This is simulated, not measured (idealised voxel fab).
Name of the process module below: voxel self aligned vias
This is section cut - it's 185 nm across, gridded in 5 nm square cells.
Square cells in a grid make up a cross-section in this document, and the grid is given as bands, listed from the top down, each one or more rows of cells. In this notation a band is specified by the heights of its top and bottom, in that order and in nm, after which its materials appear from left to right, each paired with its width in nm. The word "all across" attached to a single material means that material fills the band from edge to edge; the word "air" stands for empty space. A quick word on heights: they are counted from 0, and under that level the wafer as it came to us is one material throughout. The lowest band is different from the rest in having no bottom; it simply continues downward, written as in "from 0 down". Per-row width for "30->40": begins at first number (top row of band), ends at second number (bottom row), increment between rows held constant. "everything unchanged" after a step means that no cell of the cross-section changed. "Listed closed voids" means: voids of 8 cells or more that are shut off from the top with no open way through. Written width x height at distance, distance from the left edge, in nm. Post-settings text on a step line: simulator's own remark regarding the step. "overlay nm" on a masked step: distance the mask lay right of its planned place, negative for left. Every pair from here on: before one process step, after it. The after cross-section reaches only to the lowest band that changed. Below the pair: the step in between and its settings. Pairs can belong to different runs of this module on the same starting wafer; a pair carries on from the pair above only if the entry headed "Pre-step snapshot" says so.

-- Pre-step snapshot
    from 0 down = Si all across
    Listed closed voids: none

-- As Processed
    from 10 to 0 = SiO2 all across
    At heights below 0, the structure remains unaltered.
    Listed closed voids: none
The step carried out between the cross-section before it and the cross-section after it, both shown above, is CONFORMAL_DEP | material SiO2 | thk nm 10

Pre-step snapshot: look at the pair above, its after cross-section is where this step starts.

-- As Processed
    from 15 to 10 = SiCN all across
    At heights below 10, the structure remains unaltered.
    Listed closed voids: none
The step carried out between the cross-section before it and the cross-section after it, both shown above, is CONFORMAL_DEP | material SiCN | thk nm 5

Pre-step snapshot: look at the pair above, its after cross-section is where this step starts.

-- As Processed
    from 40 to 15 = SiO2 all across
    At heights below 15, the structure remains unaltered.
    Listed closed voids: none
The step carried out between the cross-section before it and the cross-section after it, both shown above, is DIRECTIONAL_DEP | material SiO2 | thk nm 25

Pre-step snapshot: look at the pair above, its after cross-section is where this step starts.

-- As Processed
    from 60 to 40 = 50 resist; 25 air; 30 resist; 25 air; 55 resist
    At heights below 40, the structure remains unaltered.
    Listed closed voids: none
The step carried out between the cross-section before it and the cross-section after it, both shown above, is PATTERN | tone open | mask id LINES | material resist | width nm 25 | pitch nm 55 | thk nm 20 | overlay nm 0

Pre-step snapshot: look at the pair above, its after cross-section is where this step starts.

-- As Processed
    from 60 to 40 = 50 resist; 25 air; 30 resist; 25 air; 55 resist
    from 40 to 15 = 50 SiO2; 25 air; 30 SiO2; 25 air; 55 SiO2
    At heights below 15, the structure remains unaltered.
    Listed closed voids: none
The step carried out between the cross-section before it and the cross-section after it, both shown above, is DIRECTIONAL_ETCH | etch materials SiO2 | depth nm 25

Pre-step snapshot: look at the pair above, its after cross-section is where this step starts.

-- As Processed
    from 40 to 15 = 50 SiO2; 25 air; 30 SiO2; 25 air; 55 SiO2
    At heights below 15, the structure remains unaltered.
    Listed closed voids: none
The step carried out between the cross-section before it and the cross-section after it, both shown above, is STRIP | etch materials resist

Pre-step snapshot: look at the pair above, its after cross-section is where this step starts.

-- As Processed
    from 45 to 40 = 55 TiN; 15 air; 40 TiN; 15 air; 60 TiN
    from 40 to 20 = 50 SiO2; 5 TiN; 15 air; 5 TiN; 30 SiO2; 5 TiN; 15 air; 5 TiN; 55 SiO2
    from 20 to 15 = 50 SiO2; 25 TiN; 30 SiO2; 25 TiN; 55 SiO2
    At heights below 15, the structure remains unaltered.
    Listed closed voids: none
The step carried out between the cross-section before it and the cross-section after it, both shown above, is CONFORMAL_DEP | material TiN | thk nm 5

Pre-step snapshot: look at the pair above, its after cross-section is where this step starts.

-- As Processed
    from 50 to 45 = Ru all across
    from 45 to 40 = 55 TiN; 15 Ru; 40 TiN; 15 Ru; 60 TiN
    from 40 to 20 = 50 SiO2; 5 TiN; 15 Ru; 5 TiN; 30 SiO2; 5 TiN; 15 Ru; 5 TiN; 55 SiO2
    At heights below 20, the structure remains unaltered.
    Listed closed voids: none
The step carried out between the cross-section before it and the cross-section after it, both shown above, is FILL_DEP | material Ru | thk nm 5

Pre-step snapshot: look at the pair above, its after cross-section is where this step starts.

-- As Processed
    from 40 to 20 = 50 SiO2; 5 TiN; 15 Ru; 5 TiN; 30 SiO2; 5 TiN; 15 Ru; 5 TiN; 55 SiO2
    At heights below 20, the structure remains unaltered.
    Listed closed voids: none
The step carried out between the cross-section before it and the cross-section after it, both shown above, is CMP | height nm 40

Pre-step snapshot: look at the pair above, its after cross-section is where this step starts.

-- As Processed
    from 40 to 35 = 50 SiO2; 25 air; 30 SiO2; 25 air; 55 SiO2
    At heights below 35, the structure remains unaltered.
    Listed closed voids: none
The step carried out between the cross-section before it and the cross-section after it, both shown above, is SELECTIVE_ETCH | etch materials W Ru TiN | depth nm 5

Pre-step snapshot: look at the pair above, its after cross-section is where this step starts.

-- As Processed
    from 45 to 40 = SiN all across
    from 40 to 35 = 50 SiO2; 25 SiN; 30 SiO2; 25 SiN; 55 SiO2
    At heights below 35, the structure remains unaltered.
    Listed closed voids: none
The step carried out between the cross-section before it and the cross-section after it, both shown above, is FILL_DEP | material SiN | thk nm 5

Pre-step snapshot: look at the pair above, its after cross-section is where this step starts.

-- As Processed
    from 40 to 35 = 50 SiO2; 25 SiN; 30 SiO2; 25 SiN; 55 SiO2
    At heights below 35, the structure remains unaltered.
    Listed closed voids: none
The step carried out between the cross-section before it and the cross-section after it, both shown above, is CMP | height nm 40

Pre-step snapshot: look at the pair above, its after cross-section is where this step starts.

-- As Processed
    from 55 to 40 = SiO2 all across
    At heights below 40, the structure remains unaltered.
    Listed closed voids: none
The step carried out between the cross-section before it and the cross-section after it, both shown above, is DIRECTIONAL_DEP | material SiO2 | thk nm 15

Pre-step snapshot: look at the pair above, its after cross-section is where this step starts.

-- As Processed
    from 65 to 55 = aC all across
    At heights below 55, the structure remains unaltered.
    Listed closed voids: none
The step carried out between the cross-section before it and the cross-section after it, both shown above, is DIRECTIONAL_DEP | material aC | thk nm 10

Pre-step snapshot: look at the pair above, its after cross-section is where this step starts.

-- As Processed
    from 95 to 65 = 45 resist; 35 air; 105 resist
    At heights below 65, the structure remains unaltered.
    Listed closed voids: none
The step carried out between the cross-section before it and the cross-section after it, both shown above, is PATTERN | tone open | mask id VIAS | material resist | width nm 35 | thk nm 30 | overlay nm 0

Pre-step snapshot: look at the pair above, its after cross-section is where this step starts.

-- As Processed
    from 85 to 65 = 45 resist; 35 air; 105 resist
    from 65 to 55 = 45 aC; 35 air; 105 aC
    At heights below 55, the structure remains unaltered.
    Listed closed voids: none
The step carried out between the cross-section before it and the cross-section after it, both shown above, is DIRECTIONAL_ETCH | etch materials aC | depth nm 10

Pre-step snapshot: look at the pair above, its after cross-section is where this step starts.

-- As Processed
    from 65 to 55 = 45 aC; 35 air; 105 aC
    At heights below 55, the structure remains unaltered.
    Listed closed voids: none
The step carried out between the cross-section before it and the cross-section after it, both shown above, is STRIP | etch materials resist

Pre-step snapshot: look at the pair above, its after cross-section is where this step starts.

-- As Processed
    from 65 to 55 = 45 aC; 35 air; 105 aC
    from 55 to 40 = 45 SiO2; 35 air; 105 SiO2
    At heights below 40, the structure remains unaltered.
    Listed closed voids: none
The step carried out between the cross-section before it and the cross-section after it, both shown above, is DIRECTIONAL_ETCH | etch materials SiO2 | depth nm 15

Pre-step snapshot: look at the pair above, its after cross-section is where this step starts.

-- As Processed
    from 65 to 55 = 45 aC; 35 air; 105 aC
    from 55 to 40 = 45 SiO2; 35 air; 105 SiO2
    from 40 to 35 = 50 SiO2; 25 air; 30 SiO2; 25 SiN; 55 SiO2
    At heights below 35, the structure remains unaltered.
    Listed closed voids: none
The step carried out between the cross-section before it and the cross-section after it, both shown above, is DIRECTIONAL_ETCH | etch materials SiN | depth nm 5

Pre-step snapshot: look at the pair above, its after cross-section is where this step starts.

-- As Processed
    from 55 to 40 = 45 SiO2; 35 air; 105 SiO2
    At heights below 40, the structure remains unaltered.
    Listed closed voids: none
The step carried out between the cross-section before it and the cross-section after it, both shown above, is STRIP | etch materials aC

Pre-step snapshot: look at the pair above, its after cross-section is where this step starts.

-- As Processed
    from 60 to 55 = 50 TiN; 25 air; 110 TiN
    from 55 to 45 = 45 SiO2; 5 TiN; 25 air; 5 TiN; 105 SiO2
    from 45 to 40 = 45 SiO2; 10 TiN; 15 air; 10 TiN; 105 SiO2
    from 40 to 35 = 50 SiO2; 25 TiN; 30 SiO2; 25 SiN; 55 SiO2
    At heights below 35, the structure remains unaltered.
    Listed closed voids: none
The step carried out between the cross-section before it and the cross-section after it, both shown above, is CONFORMAL_DEP | material TiN | thk nm 5

Pre-step snapshot: look at the pair above, its after cross-section is where this step starts.

-- As Processed
    from 65 to 60 = Cu all across
    from 60 to 55 = 50 TiN; 25 Cu; 110 TiN
    from 55 to 45 = 45 SiO2; 5 TiN; 25 Cu; 5 TiN; 105 SiO2
    from 45 to 40 = 45 SiO2; 10 TiN; 15 Cu; 10 TiN; 105 SiO2
    At heights below 40, the structure remains unaltered.
    Listed closed voids: none
The step carried out between the cross-section before it and the cross-section after it, both shown above, is FILL_DEP | material Cu | thk nm 5

Pre-step snapshot: look at the pair above, its after cross-section is where this step starts.

-- As Processed
    from 55 to 45 = 45 SiO2; 5 TiN; 25 Cu; 5 TiN; 105 SiO2
    At heights below 45, the structure remains unaltered.
    Listed closed voids: none
The step carried out between the cross-section before it and the cross-section after it, both shown above, is CMP | height nm 55

Pre-step snapshot: look at the pair above, its after cross-section is where this step starts.

-- As Processed
    from 60 to 55 = SiN all across
    At heights below 55, the structure remains unaltered.
    Listed closed voids: none
The step carried out between the cross-section before it and the cross-section after it, both shown above, is CONFORMAL_DEP | material SiN | thk nm 5

-- Pre-step snapshot
    from 0 down = Si all across
    Listed closed voids: none

-- As Processed
    from 5 to 0 = SiCN all across
    At heights below 0, the structure remains unaltered.
    Listed closed voids: none
The step carried out between the cross-section before it and the cross-section after it, both shown above, is CONFORMAL_DEP | material SiCN | thk nm 5

Pre-step snapshot: look at the pair above, its after cross-section is where this step starts.

-- As Processed
    from 30 to 5 = SiO2 all across
    At heights below 5, the structure remains unaltered.
    Listed closed voids: none
The step carried out between the cross-section before it and the cross-section after it, both shown above, is DIRECTIONAL_DEP | material SiO2 | thk nm 25

Pre-step snapshot: look at the pair above, its after cross-section is where this step starts.

-- As Processed
    from 50 to 30 = 50 resist; 25 air; 30 resist; 25 air; 55 resist
    At heights below 30, the structure remains unaltered.
    Listed closed voids: none
The step carried out between the cross-section before it and the cross-section after it, both shown above, is PATTERN | tone open | mask id LINES | material resist | width nm 25 | pitch nm 55 | thk nm 20 | overlay nm 0

Pre-step snapshot: look at the pair above, its after cross-section is where this step starts.

-- As Processed
    from 50 to 30 = 50 resist; 25 air; 30 resist; 25 air; 55 resist
    from 30 to 5 = 50 SiO2; 25 air; 30 SiO2; 25 air; 55 SiO2
    At heights below 5, the structure remains unaltered.
    Listed closed voids: none
The step carried out between the cross-section before it and the cross-section after it, both shown above, is DIRECTIONAL_ETCH | etch materials SiO2 | depth nm 25

Pre-step snapshot: look at the pair above, its after cross-section is where this step starts.

-- As Processed
    from 30 to 5 = 50 SiO2; 25 air; 30 SiO2; 25 air; 55 SiO2
    At heights below 5, the structure remains unaltered.
    Listed closed voids: none
The step carried out between the cross-section before it and the cross-section after it, both shown above, is STRIP | etch materials resist

Pre-step snapshot: look at the pair above, its after cross-section is where this step starts.

-- As Processed
    from 35 to 30 = 55 TiN; 15 air; 40 TiN; 15 air; 60 TiN
    from 30 to 10 = 50 SiO2; 5 TiN; 15 air; 5 TiN; 30 SiO2; 5 TiN; 15 air; 5 TiN; 55 SiO2
    from 10 to 5 = 50 SiO2; 25 TiN; 30 SiO2; 25 TiN; 55 SiO2
    At heights below 5, the structure remains unaltered.
    Listed closed voids: none
The step carried out between the cross-section before it and the cross-section after it, both shown above, is CONFORMAL_DEP | material TiN | thk nm 5

Pre-step snapshot: look at the pair above, its after cross-section is where this step starts.

-- As Processed
    from 40 to 35 = Ru all across
    from 35 to 30 = 55 TiN; 15 Ru; 40 TiN; 15 Ru; 60 TiN
    from 30 to 10 = 50 SiO2; 5 TiN; 15 Ru; 5 TiN; 30 SiO2; 5 TiN; 15 Ru; 5 TiN; 55 SiO2
    At heights below 10, the structure remains unaltered.
    Listed closed voids: none
The step carried out between the cross-section before it and the cross-section after it, both shown above, is FILL_DEP | material Ru | thk nm 5

Pre-step snapshot: look at the pair above, its after cross-section is where this step starts.

-- As Processed
    from 35 to 30 = 55 TiN; 15 Ru; 40 TiN; 15 Ru; 60 TiN
    At heights below 30, the structure remains unaltered.
    Listed closed voids: none
The step carried out between the cross-section before it and the cross-section after it, both shown above, is SELECTIVE_ETCH | etch materials W Ru TiN | depth nm 5

Pre-step snapshot: look at the pair above, its after cross-section is where this step starts.

-- As Processed
    from 40 to 35 = SiN all across
    At heights below 35, the structure remains unaltered.
    Listed closed voids: none
The step carried out between the cross-section before it and the cross-section after it, both shown above, is FILL_DEP | material SiN | thk nm 5

Pre-step snapshot: look at the pair above, its after cross-section is where this step starts.

-- As Processed
    from 55 to 40 = SiO2 all across
    At heights below 40, the structure remains unaltered.
    Listed closed voids: none
The step carried out between the cross-section before it and the cross-section after it, both shown above, is DIRECTIONAL_DEP | material SiO2 | thk nm 15

Pre-step snapshot: look at the pair above, its after cross-section is where this step starts.

-- As Processed
    from 65 to 55 = aC all across
    At heights below 55, the structure remains unaltered.
    Listed closed voids: none
The step carried out between the cross-section before it and the cross-section after it, both shown above, is DIRECTIONAL_DEP | material aC | thk nm 10

Pre-step snapshot: look at the pair above, its after cross-section is where this step starts.

-- As Processed
    from 95 to 65 = 45 resist; 35 air; 105 resist
    At heights below 65, the structure remains unaltered.
    Listed closed voids: none
The step carried out between the cross-section before it and the cross-section after it, both shown above, is PATTERN | tone open | mask id VIAS | material resist | width nm 35 | thk nm 30 | overlay nm 0

Pre-step snapshot: look at the pair above, its after cross-section is where this step starts.

-- As Processed
    from 85 to 65 = 45 resist; 35 air; 105 resist
    from 65 to 55 = 45 aC; 35 air; 105 aC
    At heights below 55, the structure remains unaltered.
    Listed closed voids: none
The step carried out between the cross-section before it and the cross-section after it, both shown above, is DIRECTIONAL_ETCH | etch materials aC | depth nm 10

Pre-step snapshot: look at the pair above, its after cross-section is where this step starts.

-- As Processed
    from 65 to 55 = 45 aC; 35 air; 105 aC
    At heights below 55, the structure remains unaltered.
    Listed closed voids: none
The step carried out between the cross-section before it and the cross-section after it, both shown above, is STRIP | etch materials resist

Pre-step snapshot: look at the pair above, its after cross-section is where this step starts.

-- As Processed
    from 65 to 55 = 45 aC; 35 air; 105 aC
    from 55 to 40 = 45 SiO2; 35 air; 105 SiO2
    At heights below 40, the structure remains unaltered.
    Listed closed voids: none
The step carried out between the cross-section before it and the cross-section after it, both shown above, is DIRECTIONAL_ETCH | etch materials SiO2 | depth nm 15

Pre-step snapshot: look at the pair above, its after cross-section is where this step starts.

-- As Processed
    from 65 to 55 = 45 aC; 35 air; 105 aC
    from 55 to 40 = 45 SiO2; 35 air; 105 SiO2
    from 40 to 35 = 45 SiN; 35 air; 105 SiN
    At heights below 35, the structure remains unaltered.
    Listed closed voids: none
The step carried out between the cross-section before it and the cross-section after it, both shown above, is DIRECTIONAL_ETCH | etch materials SiN | depth nm 5

Pre-step snapshot: look at the pair above, its after cross-section is where this step starts.

-- As Processed
    from 55 to 40 = 45 SiO2; 35 air; 105 SiO2
    At heights below 40, the structure remains unaltered.
    Listed closed voids: none
The step carried out between the cross-section before it and the cross-section after it, both shown above, is STRIP | etch materials aC

Pre-step snapshot: look at the pair above, its after cross-section is where this step starts.

-- As Processed
    from 60 to 55 = 50 TiN; 25 air; 110 TiN
    from 55 to 40 = 45 SiO2; 5 TiN; 25 air; 5 TiN; 105 SiO2
    from 40 to 35 = 45 SiN; 35 TiN; 105 SiN
    At heights below 35, the structure remains unaltered.
    Listed closed voids: none
The step carried out between the cross-section before it and the cross-section after it, both shown above, is CONFORMAL_DEP | material TiN | thk nm 5

Pre-step snapshot: look at the pair above, its after cross-section is where this step starts.

-- As Processed
    from 65 to 60 = Cu all across
    from 60 to 55 = 50 TiN; 25 Cu; 110 TiN
    from 55 to 40 = 45 SiO2; 5 TiN; 25 Cu; 5 TiN; 105 SiO2
    At heights below 40, the structure remains unaltered.
    Listed closed voids: none
The step carried out between the cross-section before it and the cross-section after it, both shown above, is FILL_DEP | material Cu | thk nm 5

Pre-step snapshot: look at the pair above, its after cross-section is where this step starts.

-- As Processed
    from 55 to 40 = 45 SiO2; 5 TiN; 25 Cu; 5 TiN; 105 SiO2
    At heights below 40, the structure remains unaltered.
    Listed closed voids: none
The step carried out between the cross-section before it and the cross-section after it, both shown above, is CMP | height nm 55

Pre-step snapshot: look at the pair above, its after cross-section is where this step starts.

-- As Processed
    from 60 to 55 = SiN all across
    At heights below 55, the structure remains unaltered.
    Listed closed voids: none
The step carried out between the cross-section before it and the cross-section after it, both shown above, is CONFORMAL_DEP | material SiN | thk nm 5

-- Pre-step snapshot
    from 65 to 55 = 45 aC; 35 air; 105 aC
    from 55 to 40 = 45 SiO2; 35 air; 105 SiO2
    from 40 to 35 = 50 SiO2; 25 SiN; 30 SiO2; 25 SiN; 55 SiO2
    from 35 to 20 = 50 SiO2; 5 TiN; 15 Ru; 5 TiN; 30 SiO2; 5 TiN; 15 Ru; 5 TiN; 55 SiO2
    from 20 to 15 = 50 SiO2; 25 TiN; 30 SiO2; 25 TiN; 55 SiO2
    from 15 to 10 = SiCN all across
    from 10 to 0 = SiO2 all across
    from 0 down = Si all across
    Listed closed voids: none

-- As Processed
    from 65 to 55 = 45 aC; 35 air; 105 aC
    from 55 to 40 = 45 SiO2; 35 air; 105 SiO2
    from 40 to 35 = 45 SiO2; 5 air; 25 SiN; 5 air; 25 SiO2; 25 SiN; 55 SiO2
    from 35 to 25 = 45 SiO2; 5 air; 5 TiN; 15 Ru; 5 TiN; 5 air; 25 SiO2; 5 TiN; 15 Ru; 5 TiN; 55 SiO2
    At heights below 25, the structure remains unaltered.
    Listed closed voids: none
The step carried out between the cross-section before it and the cross-section after it, both shown above, is DIRECTIONAL_ETCH | etch materials SiO2 | depth nm 15

Pre-step snapshot: look at the pair above, its after cross-section is where this step starts.

-- As Processed
    from 65 to 55 = 45 aC; 35 air; 105 aC
    from 55 to 40 = 45 SiO2; 35 air; 105 SiO2
    from 40 to 35 = 45 SiO2; 35 air; 25 SiO2; 25 SiN; 55 SiO2
    At heights below 35, the structure remains unaltered.
    Listed closed voids: none
The step carried out between the cross-section before it and the cross-section after it, both shown above, is DIRECTIONAL_ETCH | etch materials SiN | depth nm 5

Pre-step snapshot: look at the pair above, its after cross-section is where this step starts.

-- As Processed
    from 55 to 40 = 45 SiO2; 35 air; 105 SiO2
    At heights below 40, the structure remains unaltered.
    Listed closed voids: none
The step carried out between the cross-section before it and the cross-section after it, both shown above, is STRIP | etch materials aC

Pre-step snapshot: look at the pair above, its after cross-section is where this step starts.

-- As Processed
    from 60 to 55 = 50 TiN; 25 air; 110 TiN
    from 55 to 40 = 45 SiO2; 5 TiN; 25 air; 5 TiN; 105 SiO2
    from 40 to 35 = 45 SiO2; 35 TiN; 25 SiO2; 25 SiN; 55 SiO2
    from 35 to 25 = 45 SiO2; 10 TiN; 15 Ru; 10 TiN; 25 SiO2; 5 TiN; 15 Ru; 5 TiN; 55 SiO2
    At heights below 25, the structure remains unaltered.
    Listed closed voids: none
The step carried out between the cross-section before it and the cross-section after it, both shown above, is CONFORMAL_DEP | material TiN | thk nm 5

Pre-step snapshot: look at the pair above, its after cross-section is where this step starts.

-- As Processed
    from 65 to 60 = Cu all across
    from 60 to 55 = 50 TiN; 25 Cu; 110 TiN
    from 55 to 40 = 45 SiO2; 5 TiN; 25 Cu; 5 TiN; 105 SiO2
    At heights below 40, the structure remains unaltered.
    Listed closed voids: none
The step carried out between the cross-section before it and the cross-section after it, both shown above, is FILL_DEP | material Cu | thk nm 5

Pre-step snapshot: look at the pair above, its after cross-section is where this step starts.

-- As Processed
    from 55 to 40 = 45 SiO2; 5 TiN; 25 Cu; 5 TiN; 105 SiO2
    At heights below 40, the structure remains unaltered.
    Listed closed voids: none
The step carried out between the cross-section before it and the cross-section after it, both shown above, is CMP | height nm 55

Pre-step snapshot: look at the pair above, its after cross-section is where this step starts.

-- As Processed
    from 60 to 55 = SiN all across
    At heights below 55, the structure remains unaltered.
    Listed closed voids: none
The step carried out between the cross-section before it and the cross-section after it, both shown above, is CONFORMAL_DEP | material SiN | thk nm 5

-- Pre-step snapshot
    from 10 to 0 = SiO2 all across
    from 0 down = Si all across
    Listed closed voids: none

-- As Processed
    from 35 to 0 = SiO2 all across
    At heights below 0, the structure remains unaltered.
    Listed closed voids: none
The step carried out between the cross-section before it and the cross-section after it, both shown above, is DIRECTIONAL_DEP | material SiO2 | thk nm 25

Pre-step snapshot: look at the pair above, its after cross-section is where this step starts.

-- As Processed
    from 40 to 35 = SiCN all across
    At heights below 35, the structure remains unaltered.
    Listed closed voids: none
The step carried out between the cross-section before it and the cross-section after it, both shown above, is CONFORMAL_DEP | material SiCN | thk nm 5

Pre-step snapshot: look at the pair above, its after cross-section is where this step starts.

-- As Processed
    from 60 to 40 = 50 resist; 25 air; 30 resist; 25 air; 55 resist
    At heights below 40, the structure remains unaltered.
    Listed closed voids: none
The step carried out between the cross-section before it and the cross-section after it, both shown above, is PATTERN | tone open | mask id LINES | material resist | width nm 25 | pitch nm 55 | thk nm 20 | overlay nm 0

Pre-step snapshot: look at the pair above, its after cross-section is where this step starts.

-- As Processed
    from 40 to 35 = SiCN all across
    At heights below 35, the structure remains unaltered.
    Listed closed voids: none
The step carried out between the cross-section before it and the cross-section after it, both shown above, is STRIP | etch materials resist

Pre-step snapshot: look at the pair above, its after cross-section is where this step starts.

-- As Processed
    from 45 to 40 = TiN all across
    At heights below 40, the structure remains unaltered.
    Listed closed voids: none
The step carried out between the cross-section before it and the cross-section after it, both shown above, is CONFORMAL_DEP | material TiN | thk nm 5

Pre-step snapshot: look at the pair above, its after cross-section is where this step starts.

-- As Processed
    from 50 to 45 = Ru all across
    At heights below 45, the structure remains unaltered.
    Listed closed voids: none
The step carried out between the cross-section before it and the cross-section after it, both shown above, is FILL_DEP | material Ru | thk nm 5

Pre-step snapshot: look at the pair above, its after cross-section is where this step starts.

-- As Processed
    from 40 to 35 = SiCN all across
    At heights below 35, the structure remains unaltered.
    Listed closed voids: none
The step carried out between the cross-section before it and the cross-section after it, both shown above, is CMP | height nm 40

Pre-step snapshot: look at the pair above, its after cross-section is where this step starts.

-- As Processed
    from 45 to 40 = SiN all across
    At heights below 40, the structure remains unaltered.
    Listed closed voids: none
The step carried out between the cross-section before it and the cross-section after it, both shown above, is FILL_DEP | material SiN | thk nm 5

Pre-step snapshot: look at the pair above, its after cross-section is where this step starts.

-- As Processed
    from 40 to 35 = SiCN all across
    At heights below 35, the structure remains unaltered.
    Listed closed voids: none
The step carried out between the cross-section before it and the cross-section after it, both shown above, is CMP | height nm 40

Pre-step snapshot: look at the pair above, its after cross-section is where this step starts.

-- As Processed
    from 55 to 40 = SiO2 all across
    At heights below 40, the structure remains unaltered.
    Listed closed voids: none
The step carried out between the cross-section before it and the cross-section after it, both shown above, is DIRECTIONAL_DEP | material SiO2 | thk nm 15

Pre-step snapshot: look at the pair above, its after cross-section is where this step starts.

-- As Processed
    from 65 to 55 = aC all across
    At heights below 55, the structure remains unaltered.
    Listed closed voids: none
The step carried out between the cross-section before it and the cross-section after it, both shown above, is DIRECTIONAL_DEP | material aC | thk nm 10

Pre-step snapshot: look at the pair above, its after cross-section is where this step starts.

-- As Processed
    from 95 to 65 = 45 resist; 35 air; 105 resist
    At heights below 65, the structure remains unaltered.
    Listed closed voids: none
The step carried out between the cross-section before it and the cross-section after it, both shown above, is PATTERN | tone open | mask id VIAS | material resist | width nm 35 | thk nm 30 | overlay nm 0

Pre-step snapshot: look at the pair above, its after cross-section is where this step starts.

-- As Processed
    from 85 to 65 = 45 resist; 35 air; 105 resist
    from 65 to 55 = 45 aC; 35 air; 105 aC
    At heights below 55, the structure remains unaltered.
    Listed closed voids: none
The step carried out between the cross-section before it and the cross-section after it, both shown above, is DIRECTIONAL_ETCH | etch materials aC | depth nm 10

Pre-step snapshot: look at the pair above, its after cross-section is where this step starts.

-- As Processed
    from 65 to 55 = 45 aC; 35 air; 105 aC
    At heights below 55, the structure remains unaltered.
    Listed closed voids: none
The step carried out between the cross-section before it and the cross-section after it, both shown above, is STRIP | etch materials resist

Pre-step snapshot: look at the pair above, its after cross-section is where this step starts.

-- As Processed
    from 65 to 55 = 45 aC; 35 air; 105 aC
    from 55 to 40 = 45 SiO2; 35 air; 105 SiO2
    At heights below 40, the structure remains unaltered.
    Listed closed voids: none
The step carried out between the cross-section before it and the cross-section after it, both shown above, is DIRECTIONAL_ETCH | etch materials SiO2 | depth nm 15

Pre-step snapshot: look at the pair above, its after cross-section is where this step starts.

-- As Processed
    from 55 to 40 = 45 SiO2; 35 air; 105 SiO2
    At heights below 40, the structure remains unaltered.
    Listed closed voids: none
The step carried out between the cross-section before it and the cross-section after it, both shown above, is STRIP | etch materials aC

Pre-step snapshot: look at the pair above, its after cross-section is where this step starts.

-- As Processed
    from 60 to 55 = 50 TiN; 25 air; 110 TiN
    from 55 to 45 = 45 SiO2; 5 TiN; 25 air; 5 TiN; 105 SiO2
    from 45 to 40 = 45 SiO2; 35 TiN; 105 SiO2
    At heights below 40, the structure remains unaltered.
    Listed closed voids: none
The step carried out between the cross-section before it and the cross-section after it, both shown above, is CONFORMAL_DEP | material TiN | thk nm 5

Pre-step snapshot: look at the pair above, its after cross-section is where this step starts.

-- As Processed
    from 65 to 60 = Cu all across
    from 60 to 55 = 50 TiN; 25 Cu; 110 TiN
    from 55 to 45 = 45 SiO2; 5 TiN; 25 Cu; 5 TiN; 105 SiO2
    At heights below 45, the structure remains unaltered.
    Listed closed voids: none
The step carried out between the cross-section before it and the cross-section after it, both shown above, is FILL_DEP | material Cu | thk nm 5

Pre-step snapshot: look at the pair above, its after cross-section is where this step starts.

-- As Processed
    from 55 to 45 = 45 SiO2; 5 TiN; 25 Cu; 5 TiN; 105 SiO2
    At heights below 45, the structure remains unaltered.
    Listed closed voids: none
The step carried out between the cross-section before it and the cross-section after it, both shown above, is CMP | height nm 55

Pre-step snapshot: look at the pair above, its after cross-section is where this step starts.

-- As Processed
    from 60 to 55 = SiN all across
    At heights below 55, the structure remains unaltered.
    Listed closed voids: none
The step carried out between the cross-section before it and the cross-section after it, both shown above, is CONFORMAL_DEP | material SiN | thk nm 5

-- Pre-step snapshot
    from 15 to 10 = SiCN all across
    from 10 to 0 = SiO2 all across
    from 0 down = Si all across
    Listed closed voids: none

-- As Processed
    from 35 to 15 = SiO2 all across
    At heights below 15, the structure remains unaltered.
    Listed closed voids: none
The step carried out between the cross-section before it and the cross-section after it, both shown above, is DIRECTIONAL_DEP | material SiO2 | thk nm 20

Pre-step snapshot: look at the pair above, its after cross-section is where this step starts.

-- As Processed
    from 55 to 35 = 50 resist; 25 air; 30 resist; 25 air; 55 resist
    At heights below 35, the structure remains unaltered.
    Listed closed voids: none
The step carried out between the cross-section before it and the cross-section after it, both shown above, is PATTERN | tone open | mask id LINES | material resist | width nm 25 | pitch nm 55 | thk nm 20 | overlay nm 0

Pre-step snapshot: look at the pair above, its after cross-section is where this step starts.

-- As Processed
    from 55 to 35 = 50 resist; 25 air; 30 resist; 25 air; 55 resist
    from 35 to 15 = 50 SiO2; 25 air; 30 SiO2; 25 air; 55 SiO2
    At heights below 15, the structure remains unaltered.
    Listed closed voids: none
The step carried out between the cross-section before it and the cross-section after it, both shown above, is DIRECTIONAL_ETCH | etch materials SiO2 | depth nm 25

Pre-step snapshot: look at the pair above, its after cross-section is where this step starts.

-- As Processed
    from 35 to 15 = 50 SiO2; 25 air; 30 SiO2; 25 air; 55 SiO2
    At heights below 15, the structure remains unaltered.
    Listed closed voids: none
The step carried out between the cross-section before it and the cross-section after it, both shown above, is STRIP | etch materials resist

Pre-step snapshot: look at the pair above, its after cross-section is where this step starts.

-- As Processed
    from 40 to 35 = 55 TiN; 15 air; 40 TiN; 15 air; 60 TiN
    from 35 to 20 = 50 SiO2; 5 TiN; 15 air; 5 TiN; 30 SiO2; 5 TiN; 15 air; 5 TiN; 55 SiO2
    from 20 to 15 = 50 SiO2; 25 TiN; 30 SiO2; 25 TiN; 55 SiO2
    At heights below 15, the structure remains unaltered.
    Listed closed voids: none
The step carried out between the cross-section before it and the cross-section after it, both shown above, is CONFORMAL_DEP | material TiN | thk nm 5

Pre-step snapshot: look at the pair above, its after cross-section is where this step starts.

-- As Processed
    from 45 to 40 = Ru all across
    from 40 to 35 = 55 TiN; 15 Ru; 40 TiN; 15 Ru; 60 TiN
    from 35 to 20 = 50 SiO2; 5 TiN; 15 Ru; 5 TiN; 30 SiO2; 5 TiN; 15 Ru; 5 TiN; 55 SiO2
    At heights below 20, the structure remains unaltered.
    Listed closed voids: none
The step carried out between the cross-section before it and the cross-section after it, both shown above, is FILL_DEP | material Ru | thk nm 5

Pre-step snapshot: look at the pair above, its after cross-section is where this step starts.

-- As Processed
    from 40 to 35 = 55 TiN; 15 Ru; 40 TiN; 15 Ru; 60 TiN
    At heights below 35, the structure remains unaltered.
    Listed closed voids: none
The step carried out between the cross-section before it and the cross-section after it, both shown above, is CMP | height nm 40

Pre-step snapshot: look at the pair above, its after cross-section is where this step starts.

-- As Processed
    from 35 to 20 = 50 SiO2; 5 TiN; 15 Ru; 5 TiN; 30 SiO2; 5 TiN; 15 Ru; 5 TiN; 55 SiO2
    At heights below 20, the structure remains unaltered.
    Listed closed voids: none
The step carried out between the cross-section before it and the cross-section after it, both shown above, is SELECTIVE_ETCH | etch materials W Ru TiN | depth nm 5

Pre-step snapshot: look at the pair above, its after cross-section is where this step starts.

-- As Processed
    from 40 to 35 = SiN all across
    At heights below 35, the structure remains unaltered.
    Listed closed voids: none
The step carried out between the cross-section before it and the cross-section after it, both shown above, is FILL_DEP | material SiN | thk nm 5
